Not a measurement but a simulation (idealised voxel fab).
process module | voxel tone inversion
The cross-section on display is named cut; it measures 195 nm wide, and its cells are 5 nm squares.
Bands, listed from the top down, are how a cross-section gets written in this document; the cross-section itself is a grid of square cells, and a band is one or more rows of them.
The entry gives the band's vertical extent as a top height and a bottom height in nm, then its horizontal make-up as materials from left to right, each with a width in nm. "empty" stands for empty space; a single material marked "edge to edge" fills the band edge to edge.
Height reference: 0 = level under which incoming wafer is all one material. Lowest band: no bottom, runs on downward, e.g. "from 0 down".
Width "30->40": first value at the band's top row of cells, second value at its bottom row, equal change from row to row.
For the purposes of this document, the phrase "no alteration" attached to a step denotes that no cell within the cross-section was modified by that step.
Basically, "Listed closed voids" tells you about the enclosed voids: empty spaces with no open way to the top, 8 cells or bigger, each written width x height at distance, where distance is from the left edge, all in nm.
That trailing text on a step's line, after the settings, is the simulator's own remark on the step.
"overlay nm" denotes, for a step that has a mask, the displacement of the mask to the right of its planned place, with negative values corresponding to the left.

# Steps in the process plan
1: RECEIVE,material Si
2: CONFORMAL_DEP,material SiCN,thk nm 10
3: DIRECTIONAL_DEP,material aC,thk nm 15
4: PATTERN,tone cover,mask id POSTS,material resist,width nm 25,pitch nm 55,thk nm 25,overlay nm 0
5: DIRECTIONAL_ETCH,etch materials aC,depth nm 15
6: STRIP,etch materials resist
7: FILL_DEP,material lowk,thk nm 5
8: CMP,height nm 25
9: STRIP,etch materials aC

# Wafer at receipt (post step 1), cross-section
from 0 down = Si edge to edge
Listed closed voids: none

# Cross-sectional image of the first of two wafers at the end of the module, the run having proceeded as planned
from 25 to 10 = lowk=30 | empty=25 | lowk=30 | empty=25 | lowk=30 | empty=25 | lowk=30
from 10 to 0 = SiCN edge to edge
from 0 down = Si edge to edge
Listed closed voids: none

# Wafer two (of two), end-of-module cross-section: start = wafer one, plan = wafer one, one run mistake
from 25 to 15 = SiCN edge to edge
from 15 to 0 = aC edge to edge
from 0 down = Si edge to edge
Listed closed voids: none
Run error: sequence error: steps 2 and 3 interchanged
Cell-count delta at end, second wafer over first, by material: 117 more of aC; 72 fewer of lowk
